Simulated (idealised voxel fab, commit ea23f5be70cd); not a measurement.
The name of this process module is voxel wiring stack.
It is cross-section cut that appears here, measuring 270 nm in width, its square cells being 5 nm in size.
Reading order for cross-sections: top band down to bottom band. Underlying form: a grid of square cells. Band size: one or more rows of cells. The entry gives the band's vertical extent as a top height and a bottom height in nm, then its horizontal make-up as materials from left to right, each with a width in nm. "air" stands for empty space; a single material marked "throughout" fills the band edge to edge. Measure heights from 0. That's the level where, below it, the as-received wafer is all one material. The lowest band is bottomless and extends downward; write it as in "0 -> down". Width spec "30 to 40" -> top row of cells at first value, bottom row at second value, equal per-row change in between. Where the words "same as before" appear for a step, the cross-section shows no cell changed by that step; every cell remained as before. Closed-off voids of 8+ cells (no open route to the top) go in "Trapped cavities", written width x height at distance from the left edge, in nm. Anything after a step's settings on that line? It's the simulator's own note about the step. The optional step-line setting "overlay nm" applies to steps with a mask and quantifies how far to the right of its planned location the mask lay, a negative value indicating leftward placement. Read each pair as before and after one process step. The after cross-section shows only down to the lowest band that changed. The step between them and its settings are given below the pair. Pairs can come from different runs of this module on the same starting wafer. A pair continues from the pair above only where its "Before step" entry says so.

BEFORE STEP
	0 -> down: Si throughout
	Trapped cavities: none

SECTION AFTER PROCESSING
	10 -> 0: SiO2 throughout
	Nothing below the height 0 has changed.
	Trapped cavities: none
The two cross-sections above bracket this step: CONFORMAL_DEP with material SiO2, thk nm 10

Before step: the state before this step is the cross-section shown after the step in the pair just above.

SECTION AFTER PROCESSING
	15 -> 10: TiN throughout
	Nothing below the height 10 has changed.
	Trapped cavities: none
The two cross-sections above bracket this step: DIRECTIONAL_DEP with material TiN, thk nm 5

Before step: the state before this step is the cross-section shown after the step in the pair just above.

SECTION AFTER PROCESSING
	40 -> 15: W throughout
	Nothing below the height 15 has changed.
	Trapped cavities: none
The two cross-sections above bracket this step: DIRECTIONAL_DEP with material W, thk nm 25

Before step: the state before this step is the cross-section shown after the step in the pair just above.

SECTION AFTER PROCESSING
	55 -> 40: aC throughout
	Nothing below the height 40 has changed.
	Trapped cavities: none
The two cross-sections above bracket this step: DIRECTIONAL_DEP with material aC, thk nm 15

Before step: the state before this step is the cross-section shown after the step in the pair just above.

SECTION AFTER PROCESSING
	85 -> 55: 100 nm air | 25 nm resist | 20 nm air | 25 nm resist | 100 nm air
	Nothing below the height 55 has changed.
	Trapped cavities: none
The two cross-sections above bracket this step: PATTERN with tone cover, mask id METAL_1, material resist, width nm 25, pitch nm 45, thk nm 30, overlay nm 0

Before step: the state before this step is the cross-section shown after the step in the pair just above.

SECTION AFTER PROCESSING
	70 -> 55: 100 nm air | 25 nm resist | 20 nm air | 25 nm resist | 100 nm air
	55 -> 40: 100 nm air | 25 nm aC | 20 nm air | 25 nm aC | 100 nm air
	Nothing below the height 40 has changed.
	Trapped cavities: none
The two cross-sections above bracket this step: DIRECTIONAL_ETCH with etch materials aC, depth nm 15

Before step: the state before this step is the cross-section shown after the step in the pair just above.

SECTION AFTER PROCESSING
	55 -> 40: 100 nm air | 25 nm aC | 20 nm air | 25 nm aC | 100 nm air
	Nothing below the height 40 has changed.
	Trapped cavities: none
The two cross-sections above bracket this step: STRIP with etch materials resist

Before step: the state before this step is the cross-section shown after the step in the pair just above.

SECTION AFTER PROCESSING
	55 -> 40: 100 nm air | 25 nm aC | 20 nm air | 25 nm aC | 100 nm air
	40 -> 15: 100 nm air | 25 nm W | 20 nm air | 25 nm W | 100 nm air
	Nothing below the height 15 has changed.
	Trapped cavities: none
The two cross-sections above bracket this step: DIRECTIONAL_ETCH with etch materials W, depth nm 25

Before step: the state before this step is the cross-section shown after the step in the pair just above.

SECTION AFTER PROCESSING
	55 -> 40: 100 nm air | 25 nm aC | 20 nm air | 25 nm aC | 100 nm air
	40 -> 15: 100 nm air | 25 nm W | 20 nm air | 25 nm W | 100 nm air
	15 -> 10: 100 nm air | 25 nm TiN | 20 nm air | 25 nm TiN | 100 nm air
	Nothing below the height 10 has changed.
	Trapped cavities: none
The two cross-sections above bracket this step: DIRECTIONAL_ETCH with etch materials TiN, depth nm 5

Before step: the state before this step is the cross-section shown after the step in the pair just above.

SECTION AFTER PROCESSING
	40 -> 15: 100 nm air | 25 nm W | 20 nm air | 25 nm W | 100 nm air
	Nothing below the height 15 has changed.
	Trapped cavities: none
The two cross-sections above bracket this step: STRIP with etch materials aC

Before step: the state before this step is the cross-section shown after the step in the pair just above.

SECTION AFTER PROCESSING
	50 -> 40: lowk throughout
	40 -> 15: 100 nm lowk | 25 nm W | 20 nm lowk | 25 nm W | 100 nm lowk
	15 -> 10: 100 nm lowk | 25 nm TiN | 20 nm lowk | 25 nm TiN | 100 nm lowk
	Nothing below the height 10 has changed.
	Trapped cavities: none
The two cross-sections above bracket this step: FILL_DEP with material lowk, thk nm 10

Before step: the state before this step is the cross-section shown after the step in the pair just above.

SECTION AFTER PROCESSING
	40 -> 15: 100 nm lowk | 25 nm W | 20 nm lowk | 25 nm W | 100 nm lowk
	Nothing below the height 15 has changed.
	Trapped cavities: none
The two cross-sections above bracket this step: CMP with height nm 40

Before step: the state before this step is the cross-section shown after the step in the pair just above.

SECTION AFTER PROCESSING
	45 -> 40: SiCN throughout
	Nothing below the height 40 has changed.
	Trapped cavities: none
The two cross-sections above bracket this step: CONFORMAL_DEP with material SiCN, thk nm 5

Before step: the state before this step is the cross-section shown after the step in the pair just above.

SECTION AFTER PROCESSING
	55 -> 45: SiO2 throughout
	Nothing below the height 45 has changed.
	Trapped cavities: none
The two cross-sections above bracket this step: DIRECTIONAL_DEP with material SiO2, thk nm 10

Before step: the state before this step is the cross-section shown after the step in the pair just above.

SECTION AFTER PROCESSING
	65 -> 55: aC throughout
	Nothing below the height 55 has changed.
	Trapped cavities: none
The two cross-sections above bracket this step: DIRECTIONAL_DEP with material aC, thk nm 10

Before step: the state before this step is the cross-section shown after the step in the pair just above.

SECTION AFTER PROCESSING
	90 -> 65: 100 nm resist | 15 nm air | 155 nm resist
	Nothing below the height 65 has changed.
	Trapped cavities: none
The two cross-sections above bracket this step: PATTERN with tone open, mask id PLUG_1, material resist, width nm 15, thk nm 25, overlay nm 0

Before step: the state before this step is the cross-section shown after the step in the pair just above.

SECTION AFTER PROCESSING
	80 -> 65: 100 nm resist | 15 nm air | 155 nm resist
	65 -> 55: 100 nm aC | 15 nm air | 155 nm aC
	Nothing below the height 55 has changed.
	Trapped cavities: none
The two cross-sections above bracket this step: DIRECTIONAL_ETCH with etch materials aC, depth nm 10

Before step: the state before this step is the cross-section shown after the step in the pair just above.

SECTION AFTER PROCESSING
	65 -> 55: 100 nm aC | 15 nm air | 155 nm aC
	Nothing below the height 55 has changed.
	Trapped cavities: none
The two cross-sections above bracket this step: STRIP with etch materials resist

Before step: the state before this step is the cross-section shown after the step in the pair just above.

SECTION AFTER PROCESSING
	65 -> 55: 100 nm aC | 15 nm air | 155 nm aC
	55 -> 45: 100 nm SiO2 | 15 nm air | 155 nm SiO2
	Nothing below the height 45 has changed.
	Trapped cavities: none
The two cross-sections above bracket this step: DIRECTIONAL_ETCH with etch materials SiO2, depth nm 10

Before step: the state before this step is the cross-section shown after the step in the pair just above.

SECTION AFTER PROCESSING
	65 -> 55: 100 nm aC | 15 nm air | 155 nm aC
	55 -> 45: 100 nm SiO2 | 15 nm air | 155 nm SiO2
	45 -> 40: 100 nm SiCN | 15 nm air | 155 nm SiCN
	Nothing below the height 40 has changed.
	Trapped cavities: none
The two cross-sections above bracket this step: DIRECTIONAL_ETCH with etch materials SiCN, depth nm 5

Before step: the state before this step is the cross-section shown after the step in the pair just above.

SECTION AFTER PROCESSING
	55 -> 45: 100 nm SiO2 | 15 nm air | 155 nm SiO2
	Nothing below the height 45 has changed.
	Trapped cavities: none
The two cross-sections above bracket this step: STRIP with etch materials aC

Before step: the state before this step is the cross-section shown after the step in the pair just above.

SECTION AFTER PROCESSING
	55 -> 50: 100 nm SiO2 | 15 nm air | 155 nm SiO2
	50 -> 45: 100 nm SiO2 | 15 nm Ru | 155 nm SiO2
	45 -> 40: 100 nm SiCN | 15 nm Ru | 155 nm SiCN
	Nothing below the height 40 has changed.
	Trapped cavities: none
The two cross-sections above bracket this step: EPI with material Ru, thk nm 10

Before step: the state before this step is the cross-section shown after the step in the pair just above.

SECTION AFTER PROCESSING
	55 -> 45: 100 nm SiO2 | 15 nm Ru | 155 nm SiO2
	Nothing below the height 45 has changed.
	Trapped cavities: none
The two cross-sections above bracket this step: EPI with material Ru, thk nm 5

Before step: the state before this step is the cross-section shown after the step in the pair just above.

SECTION AFTER PROCESSING
	60 -> 55: SiN throughout
	Nothing below the height 55 has changed.
	Trapped cavities: none
The two cross-sections above bracket this step: CONFORMAL_DEP with material SiN, thk nm 5

Before step: the state before this step is the cross-section shown after the step in the pair just above.

SECTION AFTER PROCESSING
	85 -> 60: lowk throughout
	Nothing below the height 60 has changed.
	Trapped cavities: none
The two cross-sections above bracket this step: DIRECTIONAL_DEP with material lowk, thk nm 25

Before step: the state before this step is the cross-section shown after the step in the pair just above.

SECTION AFTER PROCESSING
	100 -> 85: aC throughout
	Nothing below the height 85 has changed.
	Trapped cavities: none
The two cross-sections above bracket this step: DIRECTIONAL_DEP with material aC, thk nm 15

Before step: the state before this step is the cross-section shown after the step in the pair just above.

SECTION AFTER PROCESSING
	130 -> 100: 100 nm resist | 25 nm air | 20 nm resist | 25 nm air | 100 nm resist
	Nothing below the height 100 has changed.
	Trapped cavities: none
The two cross-sections above bracket this step: PATTERN with tone open, mask id METAL_2, material resist, width nm 25, pitch nm 45, thk nm 30, overlay nm 0

Before step: the state before this step is the cross-section shown after the step in the pair just above.

SECTION AFTER PROCESSING
	115 -> 100: 100 nm resist | 25 nm air | 20 nm resist | 25 nm air | 100 nm resist
	100 -> 85: 100 nm aC | 25 nm air | 20 nm aC | 25 nm air | 100 nm aC
	Nothing below the height 85 has changed.
	Trapped cavities: none
The two cross-sections above bracket this step: DIRECTIONAL_ETCH with etch materials aC, depth nm 15

Before step: the state before this step is the cross-section shown after the step in the pair just above.

SECTION AFTER PROCESSING
	100 -> 85: 100 nm aC | 25 nm air | 20 nm aC | 25 nm air | 100 nm aC
	Nothing below the height 85 has changed.
	Trapped cavities: none
The two cross-sections above bracket this step: STRIP with etch materials resist

Before step: the state before this step is the cross-section shown after the step in the pair just above.

SECTION AFTER PROCESSING
	100 -> 85: 100 nm aC | 25 nm air | 20 nm aC | 25 nm air | 100 nm aC
	85 -> 60: 100 nm lowk | 25 nm air | 20 nm lowk | 25 nm air | 100 nm lowk
	Nothing below the height 60 has changed.
	Trapped cavities: none
The two cross-sections above bracket this step: DIRECTIONAL_ETCH with etch materials lowk, depth nm 25

Before step: the state before this step is the cross-section shown after the step in the pair just above.

SECTION AFTER PROCESSING
	100 -> 85: 100 nm aC | 25 nm air | 20 nm aC | 25 nm air | 100 nm aC
	85 -> 60: 100 nm lowk | 25 nm air | 20 nm lowk | 25 nm air | 100 nm lowk
	60 -> 55: 100 nm SiN | 25 nm air | 20 nm SiN | 25 nm air | 100 nm SiN
	Nothing below the height 55 has changed.
	Trapped cavities: none
The two cross-sections above bracket this step: DIRECTIONAL_ETCH with etch materials SiN, depth nm 5

Before step: the state before this step is the cross-section shown after the step in the pair just above.

SECTION AFTER PROCESSING
	85 -> 60: 100 nm lowk | 25 nm air | 20 nm lowk | 25 nm air | 100 nm lowk
	Nothing below the height 60 has changed.
	Trapped cavities: none
The two cross-sections above bracket this step: STRIP with etch materials aC

Before step: the state before this step is the cross-section shown after the step in the pair just above.

SECTION AFTER PROCESSING
	90 -> 85: 105 nm TiN | 15 nm air | 30 nm TiN | 15 nm air | 105 nm TiN
	85 -> 60: 100 nm lowk | 5 nm TiN | 15 nm air | 5 nm TiN | 20 nm lowk | 5 nm TiN | 15 nm air | 5 nm TiN | 100 nm lowk
	60 -> 55: 100 nm SiN | 25 nm TiN | 20 nm SiN | 25 nm TiN | 100 nm SiN
	Nothing below the height 55 has changed.
	Trapped cavities: none
The two cross-sections above bracket this step: CONFORMAL_DEP with material TiN, thk nm 5

Before step: the state before this step is the cross-section shown after the step in the pair just above.

SECTION AFTER PROCESSING
	95 -> 90: Ru throughout
	90 -> 85: 105 nm TiN | 15 nm Ru | 30 nm TiN | 15 nm Ru | 105 nm TiN
	85 -> 60: 100 nm lowk | 5 nm TiN | 15 nm Ru | 5 nm TiN | 20 nm lowk | 5 nm TiN | 15 nm Ru | 5 nm TiN | 100 nm lowk
	Nothing below the height 60 has changed.
	Trapped cavities: none
The two cross-sections above bracket this step: FILL_DEP with material Ru, thk nm 5

Before step: the state before this step is the cross-section shown after the step in the pair just above.

SECTION AFTER PROCESSING
	85 -> 60: 100 nm lowk | 5 nm TiN | 15 nm Ru | 5 nm TiN | 20 nm lowk | 5 nm TiN | 15 nm Ru | 5 nm TiN | 100 nm lowk
	Nothing below the height 60 has changed.
	Trapped cavities: none
The two cross-sections above bracket this step: CMP with height nm 85

Before step: the state before this step is the cross-section shown after the step in the pair just above.

SECTION AFTER PROCESSING
	90 -> 85: SiN throughout
	Nothing below the height 85 has changed.
	Trapped cavities: none
The two cross-sections above bracket this step: CONFORMAL_DEP with material SiN, thk nm 5

BEFORE STEP
	55 -> 45: 100 nm SiO2 | 15 nm Ru | 155 nm SiO2
	45 -> 40: 100 nm SiCN | 15 nm Ru | 155 nm SiCN
	40 -> 15: 100 nm lowk | 25 nm W | 20 nm lowk | 25 nm W | 100 nm lowk
	15 -> 10: 100 nm lowk | 25 nm TiN | 20 nm lowk | 25 nm TiN | 100 nm lowk
	10 -> 0: SiO2 throughout
	0 -> down: Si throughout
	Trapped cavities: none

SECTION AFTER PROCESSING
	80 -> 55: lowk throughout
	Nothing below the height 55 has changed.
	Trapped cavities: none
The two cross-sections above bracket this step: DIRECTIONAL_DEP with material lowk, thk nm 25

Before step: the state before this step is the cross-section shown after the step in the pair just above.

SECTION AFTER PROCESSING
	95 -> 80: aC throughout
	Nothing below the height 80 has changed.
	Trapped cavities: none
The two cross-sections above bracket this step: DIRECTIONAL_DEP with material aC, thk nm 15

Before step: the state before this step is the cross-section shown after the step in the pair just above.

SECTION AFTER PROCESSING
	125 -> 95: 100 nm resist | 25 nm air | 20 nm resist | 25 nm air | 100 nm resist
	Nothing below the height 95 has changed.
	Trapped cavities: none
The two cross-sections above bracket this step: PATTERN with tone open, mask id METAL_2, material resist, width nm 25, pitch nm 45, thk nm 30, overlay nm 0

Before step: the state before this step is the cross-section shown after the step in the pair just above.

SECTION AFTER PROCESSING
	110 -> 95: 100 nm resist | 25 nm air | 20 nm resist | 25 nm air | 100 nm resist
	95 -> 80: 100 nm aC | 25 nm air | 20 nm aC | 25 nm air | 100 nm aC
	Nothing below the height 80 has changed.
	Trapped cavities: none
The two cross-sections above bracket this step: DIRECTIONAL_ETCH with etch materials aC, depth nm 15

Before step: the state before this step is the cross-section shown after the step in the pair just above.

SECTION AFTER PROCESSING
	95 -> 80: 100 nm aC | 25 nm air | 20 nm aC | 25 nm air | 100 nm aC
	Nothing below the height 80 has changed.
	Trapped cavities: none
The two cross-sections above bracket this step: STRIP with etch materials resist

Before step: the state before this step is the cross-section shown after the step in the pair just above.

SECTION AFTER PROCESSING
	95 -> 80: 100 nm aC | 25 nm air | 20 nm aC | 25 nm air | 100 nm aC
	80 -> 55: 100 nm lowk | 25 nm air | 20 nm lowk | 25 nm air | 100 nm lowk
	Nothing below the height 55 has changed.
	Trapped cavities: none
The two cross-sections above bracket this step: DIRECTIONAL_ETCH with etch materials lowk, depth nm 25

Before step: the state before this step is the cross-section shown after the step in the pair just above.

SECTION AFTER PROCESSING
	80 -> 55: 100 nm lowk | 25 nm air | 20 nm lowk | 25 nm air | 100 nm lowk
	Nothing below the height 55 has changed.
	Trapped cavities: none
The two cross-sections above bracket this step: STRIP with etch materials aC

Before step: the state before this step is the cross-section shown after the step in the pair just above.

SECTION AFTER PROCESSING
	85 -> 80: 105 nm TiN | 15 nm air | 30 nm TiN | 15 nm air | 105 nm TiN
	80 -> 60: 100 nm lowk | 5 nm TiN | 15 nm air | 5 nm TiN | 20 nm lowk | 5 nm TiN | 15 nm air | 5 nm TiN | 100 nm lowk
	60 -> 55: 100 nm lowk | 25 nm TiN | 20 nm lowk | 25 nm TiN | 100 nm lowk
	Nothing below the height 55 has changed.
	Trapped cavities: none
The two cross-sections above bracket this step: CONFORMAL_DEP with material TiN, thk nm 5

Before step: the state before this step is the cross-section shown after the step in the pair just above.

SECTION AFTER PROCESSING
	90 -> 85: Ru throughout
	85 -> 80: 105 nm TiN | 15 nm Ru | 30 nm TiN | 15 nm Ru | 105 nm TiN
	80 -> 60: 100 nm lowk | 5 nm TiN | 15 nm Ru | 5 nm TiN | 20 nm lowk | 5 nm TiN | 15 nm Ru | 5 nm TiN | 100 nm lowk
	Nothing below the height 60 has changed.
	Trapped cavities: none
The two cross-sections above bracket this step: FILL_DEP with material Ru, thk nm 5

Before step: the state before this step is the cross-section shown after the step in the pair just above.

SECTION AFTER PROCESSING
	85 -> 80: 105 nm TiN | 15 nm Ru | 30 nm TiN | 15 nm Ru | 105 nm TiN
	Nothing below the height 80 has changed.
	Trapped cavities: none
The two cross-sections above bracket this step: CMP with height nm 85

Before step: the state before this step is the cross-section shown after the step in the pair just above.

SECTION AFTER PROCESSING
	90 -> 85: SiN throughout
	Nothing below the height 85 has changed.
	Trapped cavities: none
The two cross-sections above bracket this step: CONFORMAL_DEP with material SiN, thk nm 5

BEFORE STEP
	55 -> 50: 100 nm SiO2 | 15 nm air | 155 nm SiO2
	50 -> 45: 100 nm SiO2 | 15 nm Ru | 155 nm SiO2
	45 -> 40: 100 nm SiCN | 15 nm Ru | 155 nm SiCN
	40 -> 15: 100 nm lowk | 25 nm W | 20 nm lowk | 25 nm W | 100 nm lowk
	15 -> 10: 100 nm lowk | 25 nm TiN | 20 nm lowk | 25 nm TiN | 100 nm lowk
	10 -> 0: SiO2 throughout
	0 -> down: Si throughout
	Trapped cavities: none

SECTION AFTER PROCESSING
	60 -> 55: 95 nm air | 25 nm Ru | 150 nm air
	55 -> 45: 100 nm SiO2 | 15 nm Ru | 155 nm SiO2
	Nothing below the height 45 has changed.
	Trapped cavities: none
The two cross-sections above bracket this step: EPI with material Ru, thk nm 10

Before step: the state before this step is the cross-section shown after the step in the pair just above.

SECTION AFTER PROCESSING
	65 -> 55: 90 nm air | 35 nm Ru | 145 nm air
	Nothing below the height 55 has changed.
	Trapped cavities: none
The two cross-sections above bracket this step: EPI with material Ru, thk nm 5

Before step: the state before this step is the cross-section shown after the step in the pair just above.

SECTION AFTER PROCESSING
	70 -> 65: 85 nm air | 45 nm SiN | 140 nm air
	65 -> 60: 85 nm air | 5 nm SiN | 35 nm Ru | 5 nm SiN | 140 nm air
	60 -> 55: 90 nm SiN | 35 nm Ru | 145 nm SiN
	Nothing below the height 55 has changed.
	Trapped cavities: none
The two cross-sections above bracket this step: CONFORMAL_DEP with material SiN, thk nm 5

Before step: the state before this step is the cross-section shown after the step in the pair just above.

SECTION AFTER PROCESSING
	95 -> 85: 85 nm air | 45 nm lowk | 140 nm air
	85 -> 70: lowk throughout
	70 -> 65: 85 nm lowk | 45 nm SiN | 140 nm lowk
	65 -> 60: 85 nm lowk | 5 nm SiN | 35 nm Ru | 5 nm SiN | 140 nm lowk
	Nothing below the height 60 has changed.
	Trapped cavities: none
The two cross-sections above bracket this step: DIRECTIONAL_DEP with material lowk, thk nm 25

Before step: the state before this step is the cross-section shown after the step in the pair just above.

SECTION AFTER PROCESSING
	110 -> 100: 85 nm air | 45 nm aC | 140 nm air
	100 -> 95: aC throughout
	95 -> 85: 85 nm aC | 45 nm lowk | 140 nm aC
	Nothing below the height 85 has changed.
	Trapped cavities: none
The two cross-sections above bracket this step: DIRECTIONAL_DEP with material aC, thk nm 15

Before step: the state before this step is the cross-section shown after the step in the pair just above.

SECTION AFTER PROCESSING
	140 -> 110: 100 nm resist | 25 nm air | 20 nm resist | 25 nm air | 100 nm resist
	110 -> 100: 85 nm resist | 45 nm aC | 15 nm resist | 25 nm air | 100 nm resist
	Nothing below the height 100 has changed.
	Trapped cavities: none
The two cross-sections above bracket this step: PATTERN with tone open, mask id METAL_2, material resist, width nm 25, pitch nm 45, thk nm 30, overlay nm 0

Before step: the state before this step is the cross-section shown after the step in the pair just above.

SECTION AFTER PROCESSING
	125 -> 110: 100 nm resist | 25 nm air | 20 nm resist | 25 nm air | 100 nm resist
	110 -> 100: 85 nm resist | 15 nm aC | 25 nm air | 5 nm aC | 15 nm resist | 25 nm air | 100 nm resist
	100 -> 95: 100 nm aC | 25 nm air | 20 nm aC | 25 nm air | 100 nm aC
	95 -> 85: 85 nm aC | 45 nm lowk | 15 nm aC | 25 nm air | 100 nm aC
	Nothing below the height 85 has changed.
	Trapped cavities: none
The two cross-sections above bracket this step: DIRECTIONAL_ETCH with etch materials aC, depth nm 15

Before step: the state before this step is the cross-section shown after the step in the pair just above.

SECTION AFTER PROCESSING
	110 -> 100: 85 nm air | 15 nm aC | 25 nm air | 5 nm aC | 140 nm air
	Nothing below the height 100 has changed.
	Trapped cavities: none
The two cross-sections above bracket this step: STRIP with etch materials resist

Before step: the state before this step is the cross-section shown after the step in the pair just above.

SECTION AFTER PROCESSING
	110 -> 100: 85 nm air | 15 nm aC | 25 nm air | 5 nm aC | 140 nm air
	100 -> 95: 100 nm aC | 25 nm air | 20 nm aC | 25 nm air | 100 nm aC
	95 -> 85: 85 nm aC | 15 nm lowk | 25 nm air | 5 nm lowk | 15 nm aC | 25 nm air | 100 nm aC
	85 -> 70: 100 nm lowk | 25 nm air | 20 nm lowk | 25 nm air | 100 nm lowk
	70 -> 65: 85 nm lowk | 45 nm SiN | 15 nm lowk | 25 nm air | 100 nm lowk
	65 -> 60: 85 nm lowk | 5 nm SiN | 35 nm Ru | 5 nm SiN | 15 nm lowk | 25 nm air | 100 nm lowk
	Nothing below the height 60 has changed.
	Trapped cavities: none
The two cross-sections above bracket this step: DIRECTIONAL_ETCH with etch materials lowk, depth nm 25

Before step: the state before this step is the cross-section shown after the step in the pair just above.

SECTION AFTER PROCESSING
	110 -> 100: 85 nm air | 15 nm aC | 25 nm air | 5 nm aC | 140 nm air
	100 -> 95: 100 nm aC | 25 nm air | 20 nm aC | 25 nm air | 100 nm aC
	95 -> 85: 85 nm aC | 15 nm lowk | 25 nm air | 5 nm lowk | 15 nm aC | 25 nm air | 100 nm aC
	85 -> 70: 100 nm lowk | 25 nm air | 20 nm lowk | 25 nm air | 100 nm lowk
	70 -> 65: 85 nm lowk | 15 nm SiN | 25 nm air | 5 nm SiN | 15 nm lowk | 25 nm air | 100 nm lowk
	65 -> 60: 85 nm lowk | 5 nm SiN | 35 nm Ru | 5 nm SiN | 15 nm lowk | 25 nm air | 100 nm lowk
	60 -> 55: 90 nm SiN | 35 nm Ru | 20 nm SiN | 25 nm air | 100 nm SiN
	Nothing below the height 55 has changed.
	Trapped cavities: none
The two cross-sections above bracket this step: DIRECTIONAL_ETCH with etch materials SiN, depth nm 5

Before step: the state before this step is the cross-section shown after the step in the pair just above.

SECTION AFTER PROCESSING
	95 -> 85: 85 nm air | 15 nm lowk | 25 nm air | 5 nm lowk | 140 nm air
	Nothing below the height 85 has changed.
	Trapped cavities: none
The two cross-sections above bracket this step: STRIP with etch materials aC

Before step: the state before this step is the cross-section shown after the step in the pair just above.

SECTION AFTER PROCESSING
	100 -> 95: 80 nm air | 25 nm TiN | 15 nm air | 15 nm TiN | 135 nm air
	95 -> 90: 80 nm air | 5 nm TiN | 15 nm lowk | 5 nm TiN | 15 nm air | 5 nm TiN | 5 nm lowk | 5 nm TiN | 135 nm air
	90 -> 85: 85 nm TiN | 15 nm lowk | 5 nm TiN | 15 nm air | 5 nm TiN | 5 nm lowk | 20 nm TiN | 15 nm air | 105 nm TiN
	85 -> 70: 100 nm lowk | 5 nm TiN | 15 nm air | 5 nm TiN | 20 nm lowk | 5 nm TiN | 15 nm air | 5 nm TiN | 100 nm lowk
	70 -> 65: 85 nm lowk | 15 nm SiN | 25 nm TiN | 5 nm SiN | 15 nm lowk | 5 nm TiN | 15 nm air | 5 nm TiN | 100 nm lowk
	65 -> 60: 85 nm lowk | 5 nm SiN | 35 nm Ru | 5 nm SiN | 15 nm lowk | 5 nm TiN | 15 nm air | 5 nm TiN | 100 nm lowk
	60 -> 55: 90 nm SiN | 35 nm Ru | 20 nm SiN | 25 nm TiN | 100 nm SiN
	Nothing below the height 55 has changed.
	Trapped cavities: none
The two cross-sections above bracket this step: CONFORMAL_DEP with material TiN, thk nm 5

Before step: the state before this step is the cross-section shown after the step in the pair just above.

SECTION AFTER PROCESSING
	105 -> 100: Ru throughout
	100 -> 95: 80 nm Ru | 25 nm TiN | 15 nm Ru | 15 nm TiN | 135 nm Ru
	95 -> 90: 80 nm Ru | 5 nm TiN | 15 nm lowk | 5 nm TiN | 15 nm Ru | 5 nm TiN | 5 nm lowk | 5 nm TiN | 135 nm Ru
	90 -> 85: 85 nm TiN | 15 nm lowk | 5 nm TiN | 15 nm Ru | 5 nm TiN | 5 nm lowk | 20 nm TiN | 15 nm Ru | 105 nm TiN
	85 -> 70: 100 nm lowk | 5 nm TiN | 15 nm Ru | 5 nm TiN | 20 nm lowk | 5 nm TiN | 15 nm Ru | 5 nm TiN | 100 nm lowk
	70 -> 65: 85 nm lowk | 15 nm SiN | 25 nm TiN | 5 nm SiN | 15 nm lowk | 5 nm TiN | 15 nm Ru | 5 nm TiN | 100 nm lowk
	65 -> 60: 85 nm lowk | 5 nm SiN | 35 nm Ru | 5 nm SiN | 15 nm lowk | 5 nm TiN | 15 nm Ru | 5 nm TiN | 100 nm lowk
	Nothing below the height 60 has changed.
	Trapped cavities: none
The two cross-sections above bracket this step: FILL_DEP with material Ru, thk nm 5

Before step: the state before this step is the cross-section shown after the step in the pair just above.

SECTION AFTER PROCESSING
	85 -> 70: 100 nm lowk | 5 nm TiN | 15 nm Ru | 5 nm TiN | 20 nm lowk | 5 nm TiN | 15 nm Ru | 5 nm TiN | 100 nm lowk
	Nothing below the height 70 has changed.
	Trapped cavities: none
The two cross-sections above bracket this step: CMP with height nm 85

Before step: the state before this step is the cross-section shown after the step in the pair just above.

SECTION AFTER PROCESSING
	90 -> 85: SiN throughout
	Nothing below the height 85 has changed.
	Trapped cavities: none
The two cross-sections above bracket this step: CONFORMAL_DEP with material SiN, thk nm 5

BEFORE STEP
	10 -> 0: SiO2 throughout
	0 -> down: Si throughout
	Trapped cavities: none

SECTION AFTER PROCESSING
	35 -> 10: W throughout
	Nothing below the height 10 has changed.
	Trapped cavities: none
The two cross-sections above bracket this step: DIRECTIONAL_DEP with material W, thk nm 25

Before step: the state before this step is the cross-section shown after the step in the pair just above.

SECTION AFTER PROCESSING
	40 -> 35: TiN throughout
	Nothing below the height 35 has changed.
	Trapped cavities: none
The two cross-sections above bracket this step: DIRECTIONAL_DEP with material TiN, thk nm 5

Before step: the state before this step is the cross-section shown after the step in the pair just above.

SECTION AFTER PROCESSING
	55 -> 40: aC throughout
	Nothing below the height 40 has changed.
	Trapped cavities: none
The two cross-sections above bracket this step: DIRECTIONAL_DEP with material aC, thk nm 15

Before step: the state before this step is the cross-section shown after the step in the pair just above.

SECTION AFTER PROCESSING
	85 -> 55: 100 nm air | 25 nm resist | 20 nm air | 25 nm resist | 100 nm air
	Nothing below the height 55 has changed.
	Trapped cavities: none
The two cross-sections above bracket this step: PATTERN with tone cover, mask id METAL_1, material resist, width nm 25, pitch nm 45, thk nm 30, overlay nm 0

Before step: the state before this step is the cross-section shown after the step in the pair just above.

SECTION AFTER PROCESSING
	70 -> 55: 100 nm air | 25 nm resist | 20 nm air | 25 nm resist | 100 nm air
	55 -> 40: 100 nm air | 25 nm aC | 20 nm air | 25 nm aC | 100 nm air
	Nothing below the height 40 has changed.
	Trapped cavities: none
The two cross-sections above bracket this step: DIRECTIONAL_ETCH with etch materials aC, depth nm 15

Before step: the state before this step is the cross-section shown after the step in the pair just above.

SECTION AFTER PROCESSING
	55 -> 40: 100 nm air | 25 nm aC | 20 nm air | 25 nm aC | 100 nm air
	Nothing below the height 40 has changed.
	Trapped cavities: none
The two cross-sections above bracket this step: STRIP with etch materials resist

Before step: the state before this step is the cross-section shown after the step in the pair just above.

SECTION AFTER PROCESSING
	55 -> 40: 100 nm air | 25 nm aC | 20 nm air | 25 nm aC | 100 nm air
	40 -> 35: 100 nm air | 25 nm TiN | 20 nm air | 25 nm TiN | 100 nm air
	Nothing below the height 35 has changed.
	Trapped cavities: none
The two cross-sections above bracket this step: DIRECTIONAL_ETCH with etch materials TiN, depth nm 5

Before step: the state before this step is the cross-section shown after the step in the pair just above.

SECTION AFTER PROCESSING
	40 -> 35: 100 nm air | 25 nm TiN | 20 nm air | 25 nm TiN | 100 nm air
	Nothing below the height 35 has changed.
	Trapped cavities: none
The two cross-sections above bracket this step: STRIP with etch materials aC

Before step: the state before this step is the cross-section shown after the step in the pair just above.

SECTION AFTER PROCESSING
	50 -> 40: lowk throughout
	40 -> 35: 100 nm lowk | 25 nm TiN | 20 nm lowk | 25 nm TiN | 100 nm lowk
	Nothing below the height 35 has changed.
	Trapped cavities: none
The two cross-sections above bracket this step: FILL_DEP with material lowk, thk nm 10

Before step: the state before this step is the cross-section shown after the step in the pair just above.

SECTION AFTER PROCESSING
	40 -> 35: 100 nm lowk | 25 nm TiN | 20 nm lowk | 25 nm TiN | 100 nm lowk
	Nothing below the height 35 has changed.
	Trapped cavities: none
The two cross-sections above bracket this step: CMP with height nm 40

Before step: the state before this step is the cross-section shown after the step in the pair just above.

SECTION AFTER PROCESSING
	45 -> 40: SiCN throughout
	Nothing below the height 40 has changed.
	Trapped cavities: none
The two cross-sections above bracket this step: CONFORMAL_DEP with material SiCN, thk nm 5

Before step: the state before this step is the cross-section shown after the step in the pair just above.

SECTION AFTER PROCESSING
	55 -> 45: SiO2 throughout
	Nothing below the height 45 has changed.
	Trapped cavities: none
The two cross-sections above bracket this step: DIRECTIONAL_DEP with material SiO2, thk nm 10
